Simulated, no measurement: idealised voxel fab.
The following is a process module called voxel transistor to metal.
180 nm wide, 5 nm square cells: that's cross-section cut.
Think of the cross-section as a grid of square cells. We describe it in bands, top to bottom, and each band covers one or more rows of those cells. In this notation a band is specified by the heights of its top and bottom, in that order and in nm, after which its materials appear from left to right, each paired with its width in nm. The word "everywhere" attached to a single material means that material fills the band from edge to edge; the word "blank" stands for empty space. Height is counted from the level 0, under which the received wafer is composed throughout of one material. The lowest of the bands is not closed at the bottom but continues downward, in the notation "0 -> down". Top row gets the first number, bottom row gets the second, and each row in between changes by the same step: that is how a band width like "30 to 40" works. When a step is marked "no change", none of the cells in the cross-section changed during that step. Closed-off voids of 8+ cells (no open route to the top) go in "Listed closed voids", written width x height at distance from the left edge, in nm. Read whatever lies past the settings on a step's line as the simulator's own remark about the step. For masked steps, "overlay nm" on the step line gives how far right of plan the mask actually lay; a minus sign means it lay to the left.

Listed below are the process steps as planned:
1: RECEIVE: material Si
2: CONFORMAL_DEP: material SiO2, thk nm 5
3: CONFORMAL_DEP: material SiN, thk nm 10
4: MASKED_ETCH: tone cover, mask id ACTIVE, width nm 115, etch materials SiN, depth nm 10, overlay nm 0
5: MASKED_ETCH: tone cover, mask id ACTIVE, width nm 115, etch materials SiO2, depth nm 5, overlay nm 0
6: MASKED_ETCH: tone cover, mask id ACTIVE, width nm 115, etch materials Si, depth nm 30, overlay nm 0
7: OXIDIZE: depth nm 5
8: FILL_DEP: material SiO2, thk nm 10
9: CMP: height nm 15
10: SELECTIVE_ETCH: etch materials SiO2, depth nm 5
11: STRIP: etch materials SiN
12: SELECTIVE_ETCH: etch materials SiO2, depth nm 5
13: OXIDIZE: depth nm 5
14: DIRECTIONAL_DEP: material polySi, thk nm 30
15: DIRECTIONAL_DEP: material SiCN, thk nm 15
16: MASKED_ETCH: tone cover, mask id GATE, width nm 25, etch materials SiCN, depth nm 25, overlay nm 0
17: MASKED_ETCH: tone cover, mask id GATE, width nm 25, etch materials polySi, depth nm 40, overlay nm 0
18: CONFORMAL_DEP: material SiO2, thk nm 5
19: DIRECTIONAL_ETCH: etch materials SiO2, depth nm 5
20: CONFORMAL_DEP: material SiN, thk nm 10
21: DIRECTIONAL_ETCH: etch materials SiN, depth nm 10
22: DIRECTIONAL_ETCH: etch materials SiO2, depth nm 5
23: EPI: material SiGe, thk nm 5
24: FILL_DEP: material SiO2, thk nm 5
25: CMP: height nm 45
26: DIRECTIONAL_DEP: material SiO2, thk nm 10
27: PATTERN: tone open, mask id CONTACT, material resist, width nm 35, pitch nm 70, thk nm 15, overlay nm 0
28: DIRECTIONAL_ETCH: etch materials SiO2, depth nm 55
29: STRIP: etch materials resist
30: CONFORMAL_DEP: material TiN, thk nm 5
31: FILL_DEP: material Ru, thk nm 10
32: CMP: height nm 55
33: CONFORMAL_DEP: material SiCN, thk nm 5
34: DIRECTIONAL_DEP: material SiO2, thk nm 25
35: PATTERN: tone open, mask id METAL_1, material resist, width nm 20, pitch nm 85, thk nm 15, overlay nm 0
36: DIRECTIONAL_ETCH: etch materials SiO2, depth nm 25
37: DIRECTIONAL_ETCH: etch materials SiCN, depth nm 5
38: STRIP: etch materials resist
39: CONFORMAL_DEP: material TiN, thk nm 5
40: FILL_DEP: material Ru, thk nm 5
41: CMP: height nm 85
42: CONFORMAL_DEP: material SiCN, thk nm 5
43: DIRECTIONAL_DEP: material lowk, thk nm 30
44: PATTERN: tone open, mask id METAL_2, material resist, width nm 20, pitch nm 85, thk nm 15, overlay nm 0
45: DIRECTIONAL_ETCH: etch materials lowk, depth nm 15
46: STRIP: etch materials resist
47: DIRECTIONAL_DEP: material aC, thk nm 10
48: PATTERN: tone open, mask id METAL_2_HOLES, material resist, width nm 15, pitch nm 85, thk nm 25, overlay nm 0
49: DIRECTIONAL_ETCH: etch materials aC, depth nm 10
50: STRIP: etch materials resist
51: DIRECTIONAL_ETCH: etch materials lowk, depth nm 15
52: DIRECTIONAL_ETCH: etch materials SiCN, depth nm 5
53: STRIP: etch materials aC
54: CONFORMAL_DEP: material TiN, thk nm 5
55: FILL_DEP: material Ru, thk nm 5
56: CMP: height nm 120
57: CONFORMAL_DEP: material SiCN, thk nm 5

Shown in cross-section is the wafer as received, that is, as it stands after step 1:
- 0 -> down  Si everywhere
- Listed closed voids: none

Sectioned view, first of two wafers, at the close of the module, processed as intended in the plan:
- 125 -> 120  SiCN everywhere
- 120 -> 110  lowk=35; TiN=5; Ru=10; TiN=5; lowk=65; TiN=5; Ru=10; TiN=5; lowk=40
- 110 -> 105  lowk=35; TiN=5; Ru=5; TiN=10; lowk=65; TiN=5; Ru=5; TiN=10; lowk=40
- 105 -> 90  lowk=35; TiN=5; Ru=5; TiN=5; lowk=70; TiN=5; Ru=5; TiN=5; lowk=45
- 90 -> 85  SiCN=35; TiN=15; SiCN=70; TiN=15; SiCN=45
- 85 -> 60  SiO2=35; TiN=5; Ru=10; TiN=5; SiO2=65; TiN=5; Ru=10; TiN=5; SiO2=40
- 60 -> 55  SiCN=35; TiN=20; SiCN=65; TiN=20; SiCN=40
- 55 -> 45  SiO2=35; TiN=5; Ru=25 to 15; TiN=5 to 15; SiO2=35; TiN=5 to 15; Ru=25 to 15; TiN=5; SiO2=40
- 45 -> 30  SiO2=35; TiN=5; Ru=15; TiN=5; SiN=10; SiO2=5; SiCN=25; SiO2=5; SiN=10; TiN=5; Ru=15; TiN=5; SiO2=40
- 30 -> 10  SiO2=35; TiN=5; Ru=15; TiN=5; SiN=10; SiO2=5; polySi=25; SiO2=5; SiN=10; TiN=5; Ru=15; TiN=5; SiO2=40
- 10 -> 5  SiO2=35; TiN=10; Ru=10; TiN=5; SiN=10; SiO2=5; polySi=25; SiO2=5; SiN=10; TiN=5; Ru=10; TiN=10; SiO2=40
- 5 -> 0  SiO2=30; SiN=10; TiN=20; SiN=10; SiO2=5; polySi=25; SiO2=5; SiN=10; TiN=20; SiN=10; SiO2=35
- 0 -> -5  SiO2=40; SiGe=20; SiO2=55; SiGe=20; SiO2=45
- -5 -> -35  SiO2=35; Si=105; SiO2=40
- -35 -> down  Si everywhere
- Listed closed voids: none

Second wafer through the module, sectioned at the end: same beginning and same plan as the first wafer, with one mistake in carrying it out:
- 125 -> 120  SiCN everywhere
- 120 -> 110  lowk=35; TiN=5; lowk=10; TiN=5; lowk=65; TiN=5; lowk=10; TiN=5; lowk=40
- 110 -> 105  lowk=35; TiN=5; lowk=5; TiN=10; lowk=65; TiN=5; lowk=5; TiN=10; lowk=40
- 105 -> 90  lowk=35; TiN=5; lowk=5; TiN=5; lowk=70; TiN=5; lowk=5; TiN=5; lowk=45
- 90 -> 85  SiCN=35; TiN=15; SiCN=70; TiN=15; SiCN=45
- 85 -> 60  SiO2=35; TiN=5; Ru=10; TiN=5; SiO2=65; TiN=5; Ru=10; TiN=5; SiO2=40
- 60 -> 55  SiCN=35; TiN=20; SiCN=65; TiN=20; SiCN=40
- 55 -> 45  SiO2=35; TiN=5; Ru=25 to 15; TiN=5 to 15; SiO2=35; TiN=5 to 15; Ru=25 to 15; TiN=5; SiO2=40
- 45 -> 30  SiO2=35; TiN=5; Ru=15; TiN=5; SiN=10; SiO2=5; SiCN=25; SiO2=5; SiN=10; TiN=5; Ru=15; TiN=5; SiO2=40
- 30 -> 10  SiO2=35; TiN=5; Ru=15; TiN=5; SiN=10; SiO2=5; polySi=25; SiO2=5; SiN=10; TiN=5; Ru=15; TiN=5; SiO2=40
- 10 -> 5  SiO2=35; TiN=10; Ru=10; TiN=5; SiN=10; SiO2=5; polySi=25; SiO2=5; SiN=10; TiN=5; Ru=10; TiN=10; SiO2=40
- 5 -> 0  SiO2=30; SiN=10; TiN=20; SiN=10; SiO2=5; polySi=25; SiO2=5; SiN=10; TiN=20; SiN=10; SiO2=35
- 0 -> -5  SiO2=40; SiGe=20; SiO2=55; SiGe=20; SiO2=45
- -5 -> -35  SiO2=35; Si=105; SiO2=40
- -35 -> down  Si everywhere
- Listed closed voids: none
It is concluded that the wafer was processed incorrectly with respect to the plan, in that step 55 deviated from plan and actually ran as FILL_DEP: material lowk, thk nm 5
Wrapping up, a cell-based count of both wafers puts the second over or under the first for these materials: 16 fewer of Ru, 16 more of lowk
